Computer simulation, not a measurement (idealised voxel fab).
Process module, titled voxel self aligned vias
Square cells of 5 nm make up the cross-section cut, whose width is 255 nm.
Cross-section spec: square-cell grid; bands listed top down; each band is one or more rows. The entry gives the band's vertical extent as a top height and a bottom height in nm, then its horizontal make-up as materials from left to right, each with a width in nm. "blank" stands for empty space; a single material marked "full width" fills the band edge to edge. All heights in this document are referenced to 0, defined as the level beneath which the wafer, as received, consists entirely of one material. The lowest band is not bounded below; it extends indefinitely downward and is written in the form "0..down". A width given as "30..40" starts at the first number in the band's top row and ends at the second number in its bottom row, shifting by an equal amount at every step from row to row. When a step is marked "no modifications", none of the cells in the cross-section changed during that step. Each empty space that has no open way to the top and spans at least 8 cells appears under "Sealed internal voids" as width x height at distance, the distance counted from the left edge, all in nm. Step line, after settings: the simulator's comment on this step. overlay nm: for a step with a mask, the amount by which the mask lay right of where it was planned; a negative amount means left of it.

PLAN
step 1: RECEIVE, material Si
step 2: CONFORMAL_DEP, material SiO2, thk nm 10
step 3: CONFORMAL_DEP, material SiCN, thk nm 5
step 4: DIRECTIONAL_DEP, material lowk, thk nm 25
step 5: PATTERN, tone open, mask id LINES, material resist, width nm 25, pitch nm 55, thk nm 20, overlay nm 0
step 6: DIRECTIONAL_ETCH, etch materials lowk, depth nm 25
step 7: STRIP, etch materials resist
step 8: CONFORMAL_DEP, material TiN, thk nm 5
step 9: FILL_DEP, material Ru, thk nm 10
step 10: CMP, height nm 40
step 11: SELECTIVE_ETCH, etch materials W Ru TiN, depth nm 5
step 12: FILL_DEP, material SiN, thk nm 10
step 13: CMP, height nm 40
step 14: DIRECTIONAL_DEP, material lowk, thk nm 15
step 15: DIRECTIONAL_DEP, material aC, thk nm 15
step 16: PATTERN, tone open, mask id VIAS, material resist, width nm 35, pitch nm 55, thk nm 30, overlay nm 0
step 17: DIRECTIONAL_ETCH, etch materials aC, depth nm 15
step 18: STRIP, etch materials resist
step 19: DIRECTIONAL_ETCH, etch materials lowk, depth nm 15
step 20: DIRECTIONAL_ETCH, etch materials SiN, depth nm 5
step 21: STRIP, etch materials aC
step 22: CONFORMAL_DEP, material TiN, thk nm 5
step 23: FILL_DEP, material Cu, thk nm 10
step 24: CMP, height nm 55
step 25: CONFORMAL_DEP, material SiCN, thk nm 5

WAFER, FIRST OF TWO, RUN AS PLANNED

CROSS-SECTION OF THE INCOMING WAFER, STATE AFTER STEP 1
    0..down | Si full width
    Sealed internal voids: none

WAFER AFTER STEP 2 (CROSS-SECTION)
    10..0 | SiO2 full width
    Rest of section, below 0: as before.

WAFER AFTER STEP 3 (CROSS-SECTION)
    15..10 | SiCN full width
    Rest of section, below 10: as before.

WAFER AFTER STEP 4 (CROSS-SECTION)
    40..15 | lowk full width
    Rest of section, below 15: as before.

WAFER AFTER STEP 5 (CROSS-SECTION)
    60..40 | resist: 85, blank: 25, resist: 30, blank: 25, resist: 90
    Rest of section, below 40: as before.

WAFER AFTER STEP 6 (CROSS-SECTION)
    60..40 | resist: 85, blank: 25, resist: 30, blank: 25, resist: 90
    40..15 | lowk: 85, blank: 25, lowk: 30, blank: 25, lowk: 90
    Rest of section, below 15: as before.

WAFER AFTER STEP 7 (CROSS-SECTION)
    40..15 | lowk: 85, blank: 25, lowk: 30, blank: 25, lowk: 90
    Rest of section, below 15: as before.

WAFER AFTER STEP 8 (CROSS-SECTION)
    45..40 | TiN: 90, blank: 15, TiN: 40, blank: 15, TiN: 95
    40..20 | lowk: 85, TiN: 5, blank: 15, TiN: 5, lowk: 30, TiN: 5, blank: 15, TiN: 5, lowk: 90
    20..15 | lowk: 85, TiN: 25, lowk: 30, TiN: 25, lowk: 90
    Rest of section, below 15: as before.

WAFER AFTER STEP 9 (CROSS-SECTION)
    55..45 | Ru full width
    45..40 | TiN: 90, Ru: 15, TiN: 40, Ru: 15, TiN: 95
    40..20 | lowk: 85, TiN: 5, Ru: 15, TiN: 5, lowk: 30, TiN: 5, Ru: 15, TiN: 5, lowk: 90
    Rest of section, below 20: as before.

WAFER AFTER STEP 10 (CROSS-SECTION)
    40..20 | lowk: 85, TiN: 5, Ru: 15, TiN: 5, lowk: 30, TiN: 5, Ru: 15, TiN: 5, lowk: 90
    Rest of section, below 20: as before.

WAFER AFTER STEP 11 (CROSS-SECTION)
    40..35 | lowk: 85, blank: 25, lowk: 30, blank: 25, lowk: 90
    Rest of section, below 35: as before.

WAFER AFTER STEP 12 (CROSS-SECTION)
    50..40 | SiN full width
    40..35 | lowk: 85, SiN: 25, lowk: 30, SiN: 25, lowk: 90
    Rest of section, below 35: as before.

WAFER AFTER STEP 13 (CROSS-SECTION)
    40..35 | lowk: 85, SiN: 25, lowk: 30, SiN: 25, lowk: 90
    Rest of section, below 35: as before.

WAFER AFTER STEP 14 (CROSS-SECTION)
    55..40 | lowk full width
    Rest of section, below 40: as before.

WAFER AFTER STEP 15 (CROSS-SECTION)
    70..55 | aC full width
    Rest of section, below 55: as before.

WAFER AFTER STEP 16 (CROSS-SECTION)
    100..70 | resist: 80, blank: 35, resist: 20, blank: 35, resist: 85
    Rest of section, below 70: as before.

WAFER AFTER STEP 17 (CROSS-SECTION)
    85..70 | resist: 80, blank: 35, resist: 20, blank: 35, resist: 85
    70..55 | aC: 80, blank: 35, aC: 20, blank: 35, aC: 85
    Rest of section, below 55: as before.

WAFER AFTER STEP 18 (CROSS-SECTION)
    70..55 | aC: 80, blank: 35, aC: 20, blank: 35, aC: 85
    Rest of section, below 55: as before.

WAFER AFTER STEP 19 (CROSS-SECTION)
    70..55 | aC: 80, blank: 35, aC: 20, blank: 35, aC: 85
    55..40 | lowk: 80, blank: 35, lowk: 20, blank: 35, lowk: 85
    Rest of section, below 40: as before.

WAFER AFTER STEP 20 (CROSS-SECTION)
    70..55 | aC: 80, blank: 35, aC: 20, blank: 35, aC: 85
    55..40 | lowk: 80, blank: 35, lowk: 20, blank: 35, lowk: 85
    40..35 | lowk: 85, blank: 25, lowk: 30, blank: 25, lowk: 90
    Rest of section, below 35: as before.

WAFER AFTER STEP 21 (CROSS-SECTION)
    55..40 | lowk: 80, blank: 35, lowk: 20, blank: 35, lowk: 85
    Rest of section, below 40: as before.

WAFER AFTER STEP 22 (CROSS-SECTION)
    60..55 | TiN: 85, blank: 25, TiN: 30, blank: 25, TiN: 90
    55..45 | lowk: 80, TiN: 5, blank: 25, TiN: 5, lowk: 20, TiN: 5, blank: 25, TiN: 5, lowk: 85
    45..40 | lowk: 80, TiN: 10, blank: 15, TiN: 10, lowk: 20, TiN: 10, blank: 15, TiN: 10, lowk: 85
    40..35 | lowk: 85, TiN: 25, lowk: 30, TiN: 25, lowk: 90
    Rest of section, below 35: as before.

WAFER AFTER STEP 23 (CROSS-SECTION)
    70..60 | Cu full width
    60..55 | TiN: 85, Cu: 25, TiN: 30, Cu: 25, TiN: 90
    55..45 | lowk: 80, TiN: 5, Cu: 25, TiN: 5, lowk: 20, TiN: 5, Cu: 25, TiN: 5, lowk: 85
    45..40 | lowk: 80, TiN: 10, Cu: 15, TiN: 10, lowk: 20, TiN: 10, Cu: 15, TiN: 10, lowk: 85
    Rest of section, below 40: as before.

WAFER AFTER STEP 24 (CROSS-SECTION)
    55..45 | lowk: 80, TiN: 5, Cu: 25, TiN: 5, lowk: 20, TiN: 5, Cu: 25, TiN: 5, lowk: 85
    Rest of section, below 45: as before.

WAFER AFTER STEP 25 (CROSS-SECTION)
    60..55 | SiCN full width
    Rest of section, below 55: as before.

HERE THE SECOND WAFER IS DESCRIBED. ITS START AND ITS PLAN WERE THOSE OF THE FIRST WAFER. ITS RUN CONTAINED ONE MISTAKE. UP TO AND INCLUDING STEP 1, IT DID EXACTLY WHAT THE FIRST WAFER DID

CROSS-SECTION OF THE SECOND WAFER AT THE TIME BY WHICH STEP 2 SHOULD HAVE BEEN COMPLETED ACCORDING TO THE PLAN
    5..0 | SiCN full width
    Rest of section, below 0: as before.

CROSS-SECTION OF THE SECOND WAFER AT THE TIME BY WHICH STEP 3 SHOULD HAVE BEEN COMPLETED ACCORDING TO THE PLAN
    15..5 | SiO2 full width
    Rest of section, below 5: as before.

CROSS-SECTION OF THE SECOND WAFER AT THE TIME BY WHICH STEP 4 SHOULD HAVE BEEN COMPLETED ACCORDING TO THE PLAN
    40..15 | lowk full width
    Rest of section, below 15: as before.

CROSS-SECTION OF THE SECOND WAFER AT THE TIME BY WHICH STEP 5 SHOULD HAVE BEEN COMPLETED ACCORDING TO THE PLAN
    60..40 | resist: 85, blank: 25, resist: 30, blank: 25, resist: 90
    Rest of section, below 40: as before.

CROSS-SECTION OF THE SECOND WAFER AT THE TIME BY WHICH STEP 6 SHOULD HAVE BEEN COMPLETED ACCORDING TO THE PLAN
    60..40 | resist: 85, blank: 25, resist: 30, blank: 25, resist: 90
    40..15 | lowk: 85, blank: 25, lowk: 30, blank: 25, lowk: 90
    Rest of section, below 15: as before.

CROSS-SECTION OF THE SECOND WAFER AT THE TIME BY WHICH STEP 7 SHOULD HAVE BEEN COMPLETED ACCORDING TO THE PLAN
    40..15 | lowk: 85, blank: 25, lowk: 30, blank: 25, lowk: 90
    Rest of section, below 15: as before.

CROSS-SECTION OF THE SECOND WAFER AT THE TIME BY WHICH STEP 8 SHOULD HAVE BEEN COMPLETED ACCORDING TO THE PLAN
    45..40 | TiN: 90, blank: 15, TiN: 40, blank: 15, TiN: 95
    40..20 | lowk: 85, TiN: 5, blank: 15, TiN: 5, lowk: 30, TiN: 5, blank: 15, TiN: 5, lowk: 90
    20..15 | lowk: 85, TiN: 25, lowk: 30, TiN: 25, lowk: 90
    Rest of section, below 15: as before.

CROSS-SECTION OF THE SECOND WAFER AT THE TIME BY WHICH STEP 9 SHOULD HAVE BEEN COMPLETED ACCORDING TO THE PLAN
    55..45 | Ru full width
    45..40 | TiN: 90, Ru: 15, TiN: 40, Ru: 15, TiN: 95
    40..20 | lowk: 85, TiN: 5, Ru: 15, TiN: 5, lowk: 30, TiN: 5, Ru: 15, TiN: 5, lowk: 90
    Rest of section, below 20: as before.

CROSS-SECTION OF THE SECOND WAFER AT THE TIME BY WHICH STEP 10 SHOULD HAVE BEEN COMPLETED ACCORDING TO THE PLAN
    40..20 | lowk: 85, TiN: 5, Ru: 15, TiN: 5, lowk: 30, TiN: 5, Ru: 15, TiN: 5, lowk: 90
    Rest of section, below 20: as before.

CROSS-SECTION OF THE SECOND WAFER AT THE TIME BY WHICH STEP 11 SHOULD HAVE BEEN COMPLETED ACCORDING TO THE PLAN
    40..35 | lowk: 85, blank: 25, lowk: 30, blank: 25, lowk: 90
    Rest of section, below 35: as before.

CROSS-SECTION OF THE SECOND WAFER AT THE TIME BY WHICH STEP 12 SHOULD HAVE BEEN COMPLETED ACCORDING TO THE PLAN
    50..40 | SiN full width
    40..35 | lowk: 85, SiN: 25, lowk: 30, SiN: 25, lowk: 90
    Rest of section, below 35: as before.

CROSS-SECTION OF THE SECOND WAFER AT THE TIME BY WHICH STEP 13 SHOULD HAVE BEEN COMPLETED ACCORDING TO THE PLAN
    40..35 | lowk: 85, SiN: 25, lowk: 30, SiN: 25, lowk: 90
    Rest of section, below 35: as before.

CROSS-SECTION OF THE SECOND WAFER AT THE TIME BY WHICH STEP 14 SHOULD HAVE BEEN COMPLETED ACCORDING TO THE PLAN
    55..40 | lowk full width
    Rest of section, below 40: as before.

CROSS-SECTION OF THE SECOND WAFER AT THE TIME BY WHICH STEP 15 SHOULD HAVE BEEN COMPLETED ACCORDING TO THE PLAN
    70..55 | aC full width
    Rest of section, below 55: as before.

CROSS-SECTION OF THE SECOND WAFER AT THE TIME BY WHICH STEP 16 SHOULD HAVE BEEN COMPLETED ACCORDING TO THE PLAN
    100..70 | resist: 80, blank: 35, resist: 20, blank: 35, resist: 85
    Rest of section, below 70: as before.

CROSS-SECTION OF THE SECOND WAFER AT THE TIME BY WHICH STEP 17 SHOULD HAVE BEEN COMPLETED ACCORDING TO THE PLAN
    85..70 | resist: 80, blank: 35, resist: 20, blank: 35, resist: 85
    70..55 | aC: 80, blank: 35, aC: 20, blank: 35, aC: 85
    Rest of section, below 55: as before.

CROSS-SECTION OF THE SECOND WAFER AT THE TIME BY WHICH STEP 18 SHOULD HAVE BEEN COMPLETED ACCORDING TO THE PLAN
    70..55 | aC: 80, blank: 35, aC: 20, blank: 35, aC: 85
    Rest of section, below 55: as before.

CROSS-SECTION OF THE SECOND WAFER AT THE TIME BY WHICH STEP 19 SHOULD HAVE BEEN COMPLETED ACCORDING TO THE PLAN
    70..55 | aC: 80, blank: 35, aC: 20, blank: 35, aC: 85
    55..40 | lowk: 80, blank: 35, lowk: 20, blank: 35, lowk: 85
    Rest of section, below 40: as before.

CROSS-SECTION OF THE SECOND WAFER AT THE TIME BY WHICH STEP 20 SHOULD HAVE BEEN COMPLETED ACCORDING TO THE PLAN
    70..55 | aC: 80, blank: 35, aC: 20, blank: 35, aC: 85
    55..40 | lowk: 80, blank: 35, lowk: 20, blank: 35, lowk: 85
    40..35 | lowk: 85, blank: 25, lowk: 30, blank: 25, lowk: 90
    Rest of section, below 35: as before.

CROSS-SECTION OF THE SECOND WAFER AT THE TIME BY WHICH STEP 21 SHOULD HAVE BEEN COMPLETED ACCORDING TO THE PLAN
    55..40 | lowk: 80, blank: 35, lowk: 20, blank: 35, lowk: 85
    Rest of section, below 40: as before.

CROSS-SECTION OF THE SECOND WAFER AT THE TIME BY WHICH STEP 22 SHOULD HAVE BEEN COMPLETED ACCORDING TO THE PLAN
    60..55 | TiN: 85, blank: 25, TiN: 30, blank: 25, TiN: 90
    55..45 | lowk: 80, TiN: 5, blank: 25, TiN: 5, lowk: 20, TiN: 5, blank: 25, TiN: 5, lowk: 85
    45..40 | lowk: 80, TiN: 10, blank: 15, TiN: 10, lowk: 20, TiN: 10, blank: 15, TiN: 10, lowk: 85
    40..35 | lowk: 85, TiN: 25, lowk: 30, TiN: 25, lowk: 90
    Rest of section, below 35: as before.

CROSS-SECTION OF THE SECOND WAFER AT THE TIME BY WHICH STEP 23 SHOULD HAVE BEEN COMPLETED ACCORDING TO THE PLAN
    70..60 | Cu full width
    60..55 | TiN: 85, Cu: 25, TiN: 30, Cu: 25, TiN: 90
    55..45 | lowk: 80, TiN: 5, Cu: 25, TiN: 5, lowk: 20, TiN: 5, Cu: 25, TiN: 5, lowk: 85
    45..40 | lowk: 80, TiN: 10, Cu: 15, TiN: 10, lowk: 20, TiN: 10, Cu: 15, TiN: 10, lowk: 85
    Rest of section, below 40: as before.

CROSS-SECTION OF THE SECOND WAFER AT THE TIME BY WHICH STEP 24 SHOULD HAVE BEEN COMPLETED ACCORDING TO THE PLAN
    55..45 | lowk: 80, TiN: 5, Cu: 25, TiN: 5, lowk: 20, TiN: 5, Cu: 25, TiN: 5, lowk: 85
    Rest of section, below 45: as before.

CROSS-SECTION OF THE SECOND WAFER AT THE TIME BY WHICH STEP 25 SHOULD HAVE BEEN COMPLETED ACCORDING TO THE PLAN
    60..55 | SiCN full width
    Rest of section, below 55: as before.
Which mistake was made when the wafer was run? steps 2 and 3 got flipped, so each one ran where the other should have
The two final wafers agree on how many cells each material fills and disagree on which cells those are.
